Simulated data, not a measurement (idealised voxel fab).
A process module follows: voxel ribs on slabs.
Cross-section cut: width 255 nm, square cells of 5 nm.
Throughout this document, each cross-section is represented as a grid of square cells and is presented as a sequence of bands enumerated from the top downward, where a band comprises one or more rows of cells.
Heights first: top, then bottom, in nm. Then materials, left to right, each with a width in nm. "all across" on a single material: fills the band edge to edge. "empty": empty space.
Heights are reckoned from 0. Under this level, the received wafer is all of one material. The bottommost band is open-ended downward, for example "0 and below".
A two-number width, for instance "30->40", indicates that the width is equal to the first number in the top row of the band and to the second number in the bottom row, and that it changes by a constant amount per row of cells.
"no change" means the step left every cell of the cross-section as it was.
"Enclosed cavities" contains a list of empty spaces, each no smaller than 8 cells and without an open way to the top, written in the form width x height at distance with the distance from the left edge and all three in nm.
after a step's settings: what the simulator itself notes on the step
What "overlay nm" on a step's line means: if the step has a mask, that mask lay this far to the right of its planned place, or, when the value is negative, to the left.
### Steps in the process plan
1. op RECEIVE | material Si
2. op DIRECTIONAL_DEP | material SiO2 | thk nm 20
3. op DIRECTIONAL_DEP | material SiN | thk nm 20
4. op DIRECTIONAL_DEP | material aC | thk nm 10
5. op PATTERN | tone cover | mask id RIB | material resist | width nm 15 | thk nm 25 | overlay nm 0
6. op DIRECTIONAL_ETCH | etch materials aC | depth nm 10
7. op STRIP | etch materials resist
8. op DIRECTIONAL_ETCH | etch materials SiN | depth nm 10
9. op STRIP | etch materials aC
10. op PATTERN | tone cover | mask id SLAB | material resist | width nm 75 | thk nm 20 | overlay nm 0
11. op DIRECTIONAL_ETCH | etch materials SiN | depth nm 10
12. op STRIP | etch materials resist
13. op FILL_DEP | material SiO2 | thk nm 20
14. op CMP | height nm 50
15. op DIRECTIONAL_DEP | material W | thk nm 10
16. op MASKED_ETCH | tone cover | mask id HEATER | width nm 25 | etch materials W | depth nm 10 | overlay nm 0
17. op CONFORMAL_DEP | material SiO2 | thk nm 5
### as received, after step 1
  0 and below  Si all across
  Enclosed cavities: none
### End state of the module in cross-section, given the above starting point and plan and one mistake in execution
  65 down to 60  110 of empty, 35 of SiO2, 110 of empty
  60 down to 55  110 of empty, 5 of SiO2, 25 of W, 5 of SiO2, 110 of empty
  55 down to 50  115 of SiO2, 25 of W, 115 of SiO2
  50 down to 40  SiO2 all across
  40 down to 30  130 of SiO2, 15 of SiN, 110 of SiO2
  30 down to 20  90 of SiO2, 75 of SiN, 90 of SiO2
  20 down to 0  SiO2 all across
  0 and below  Si all across
  Enclosed cavities: none
Deviation noted in wafer processing: step 5 was processed under conditions differing from the plan, specifically as op PATTERN | tone cover | mask id RIB | material resist | width nm 15 | thk nm 25 | overlay nm 10
